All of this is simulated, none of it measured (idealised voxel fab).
The name of this process module is voxel transistor to metal.
Pictured: cross-section cut, 300 nm wide, on a grid of 5 nm square cells.
Cross-section layout: square cells on a grid; listed as bands, top to bottom; a band spans one or more cell rows. Top height, bottom height, nm. Materials left to right, width each, nm. Single material + "all across" = fills band edge to edge. "air" = empty. Counting heights begins at 0, where everything beneath is, in the wafer as received, one material. The lowest band has no bottom; it goes on downwards, as "0 nm and below" shows. A width given as "30..40" starts at the first number in the band's top row and ends at the second number in its bottom row, shifting by an equal amount at every step from row to row. The cross-section has no changed cell in any step marked "left unchanged". "Tabulated closed voids": sealed empty spaces, 8 cells or more, no open way to top, listed width x height at distance, with distance from the left edge and width, height and distance in nm. Formally, on a step line, whatever follows the settings is a remark that the simulator itself makes on the step. The "overlay nm" setting may appear on a step's line; for a step that uses a mask, it gives how far to the right of its planned position the mask lay, and a negative value indicates the left.
**Process steps - plan**
1,op RECEIVE | material Si
2,op OXIDIZE | depth nm 5
3,op CONFORMAL_DEP | material SiN | thk nm 10
4,op MASKED_ETCH | tone cover | mask id ACTIVE | width nm 110 | pitch nm 140 | etch materials SiN | depth nm 10 | overlay nm 0
5,op MASKED_ETCH | tone cover | mask id ACTIVE | width nm 110 | pitch nm 140 | etch materials SiO2 | depth nm 5 | overlay nm 0
6,op MASKED_ETCH | tone cover | mask id ACTIVE | width nm 110 | pitch nm 140 | etch materials Si | depth nm 35 | overlay nm 0
7,op FILL_DEP | material SiO2 | thk nm 15
8,op CMP | height nm 10
9,op SELECTIVE_ETCH | etch materials SiO2 | depth nm 10
10,op STRIP | etch materials SiN
11,op SELECTIVE_ETCH | etch materials SiO2 | depth nm 5
12,op OXIDIZE | depth nm 5
13,op DIRECTIONAL_DEP | material polySi | thk nm 30
14,op DIRECTIONAL_DEP | material SiCN | thk nm 15
15,op PATTERN | tone cover | mask id GATE | material resist | width nm 20 | pitch nm 140 | thk nm 15 | overlay nm 0
16,op DIRECTIONAL_ETCH | etch materials SiCN | depth nm 25
17,op DIRECTIONAL_ETCH | etch materials polySi | depth nm 40
18,op STRIP | etch materials resist
19,op CONFORMAL_DEP | material SiO2 | thk nm 5
20,op DIRECTIONAL_ETCH | etch materials SiO2 | depth nm 5
21,op CONFORMAL_DEP | material SiN | thk nm 5
22,op DIRECTIONAL_ETCH | etch materials SiN | depth nm 5
23,op DIRECTIONAL_ETCH | etch materials SiO2 | depth nm 5
24,op DIRECTIONAL_ETCH | etch materials Si | depth nm 15
25,op EPI | material pSi | thk nm 15
26,op FILL_DEP | material SiO2 | thk nm 5
27,op CMP | height nm 40
28,op DIRECTIONAL_DEP | material SiO2 | thk nm 10
29,op MASKED_ETCH | tone open | mask id CONTACT | width nm 20 | pitch nm 70 | etch materials SiO2 | depth nm 60 | overlay nm 0
30,op CONFORMAL_DEP | material TiN | thk nm 5
31,op FILL_DEP | material W | thk nm 5
32,op CMP | height nm 50
33,op CONFORMAL_DEP | material SiCN | thk nm 5
34,op DIRECTIONAL_DEP | material SiO2 | thk nm 25
35,op MASKED_ETCH | tone open | mask id METAL_1 | width nm 20 | pitch nm 70 | etch materials SiO2 | depth nm 25 | overlay nm 0
36,op MASKED_ETCH | tone open | mask id METAL_1 | width nm 20 | pitch nm 70 | etch materials SiCN | depth nm 5 | overlay nm 0
37,op CONFORMAL_DEP | material TiN | thk nm 5
38,op FILL_DEP | material Cu | thk nm 10
39,op CMP | height nm 80
40,op EPI | material Ru | thk nm 5
41,op FILL_DEP | material SiCN | thk nm 5
**Cross-sectional view of the wafer in its as-received condition, corresponding to the state after step 1**
  0 nm and below: Si all across
  Tabulated closed voids: none
**End state of the module in cross-section, given the above starting point and plan and one mistake in execution**
  90 nm to 85 nm: SiCN all across
  85 nm to 80 nm: SiCN 30 nm, Ru 30 nm, SiCN 40 nm, Ru 30 nm, SiCN 40 nm, Ru 30 nm, SiCN 40 nm, Ru 30 nm, SiCN 30 nm
  80 nm to 55 nm: SiO2 35 nm, TiN 5 nm, Cu 10 nm, TiN 5 nm, SiO2 50 nm, TiN 5 nm, Cu 10 nm, TiN 5 nm, SiO2 50 nm, TiN 5 nm, Cu 10 nm, TiN 5 nm, SiO2 50 nm, TiN 5 nm, Cu 10 nm, TiN 5 nm, SiO2 35 nm
  55 nm to 50 nm: SiCN 35 nm, TiN 20 nm, SiCN 50 nm, TiN 20 nm, SiCN 50 nm, TiN 20 nm, SiCN 50 nm, TiN 20 nm, SiCN 35 nm
  50 nm to 40 nm: SiO2 35 nm, TiN 5 nm, W 10 nm, TiN 5 nm, SiO2 50 nm, TiN 5 nm, W 10 nm, TiN 5 nm, SiO2 50 nm, TiN 5 nm, W 10 nm, TiN 5 nm, SiO2 50 nm, TiN 5 nm, W 10 nm, TiN 5 nm, SiO2 35 nm
  40 nm to 25 nm: SiO2 35 nm, TiN 5 nm, W 10 nm, TiN 5 nm, SiO2 10 nm, SiN 5 nm, SiO2 5 nm, SiCN 20 nm, SiO2 5 nm, SiN 5 nm, TiN 5 nm, W 10 nm, TiN 5 nm, SiO2 50 nm, TiN 5 nm, W 10 nm, TiN 5 nm, SiO2 10 nm, SiN 5 nm, SiO2 5 nm, SiCN 20 nm, SiO2 5 nm, SiN 5 nm, TiN 5 nm, W 10 nm, TiN 5 nm, SiO2 35 nm
  25 nm to 10 nm: SiO2 35 nm, TiN 5 nm, W 10 nm, TiN 5 nm, SiO2 10 nm, SiN 5 nm, SiO2 5 nm, polySi 20 nm, SiO2 5 nm, SiN 5 nm, TiN 5 nm, W 10 nm, TiN 5 nm, SiO2 50 nm, TiN 5 nm, W 10 nm, TiN 5 nm, SiO2 10 nm, SiN 5 nm, SiO2 5 nm, polySi 20 nm, SiO2 5 nm, SiN 5 nm, TiN 5 nm, W 10 nm, TiN 5 nm, SiO2 35 nm
  10 nm to 5 nm: SiO2 35 nm, TiN 5 nm, W 5 nm, TiN 10 nm, SiO2 10 nm, SiN 5 nm, SiO2 5 nm, polySi 20 nm, SiO2 5 nm, SiN 5 nm, TiN 20 nm, SiO2 50 nm, TiN 5 nm, W 5 nm, TiN 10 nm, SiO2 10 nm, SiN 5 nm, SiO2 5 nm, polySi 20 nm, SiO2 5 nm, SiN 5 nm, TiN 20 nm, SiO2 35 nm
  5 nm to -5 nm: SiO2 35 nm, TiN 5 nm, W 5 nm, TiN 5 nm, pSi 15 nm, SiN 5 nm, SiO2 5 nm, polySi 20 nm, SiO2 5 nm, SiN 5 nm, pSi 15 nm, TiN 5 nm, SiO2 50 nm, TiN 5 nm, W 5 nm, TiN 5 nm, pSi 15 nm, SiN 5 nm, SiO2 5 nm, polySi 20 nm, SiO2 5 nm, SiN 5 nm, pSi 15 nm, TiN 5 nm, SiO2 35 nm
  -5 nm to -10 nm: SiO2 35 nm, TiN 15 nm, pSi 15 nm, SiO2 40 nm, pSi 15 nm, TiN 5 nm, SiO2 50 nm, TiN 15 nm, pSi 15 nm, SiO2 40 nm, pSi 15 nm, TiN 5 nm, SiO2 35 nm
  -10 nm to -25 nm: SiO2 25 nm, pSi 40 nm, Si 40 nm, pSi 30 nm, SiO2 30 nm, pSi 40 nm, Si 40 nm, pSi 30 nm, SiO2 25 nm
  -25 nm to -40 nm: SiO2 25 nm, Si 110 nm, SiO2 30 nm, Si 110 nm, SiO2 25 nm
  -40 nm and below: Si all across
  Tabulated closed voids: none
In executing the process, a mistake was made relative to the plan: step 15, actual vs plan mismatch, actual run op PATTERN | tone cover | mask id GATE | material resist | width nm 20 | pitch nm 140 | thk nm 15 | overlay nm 5
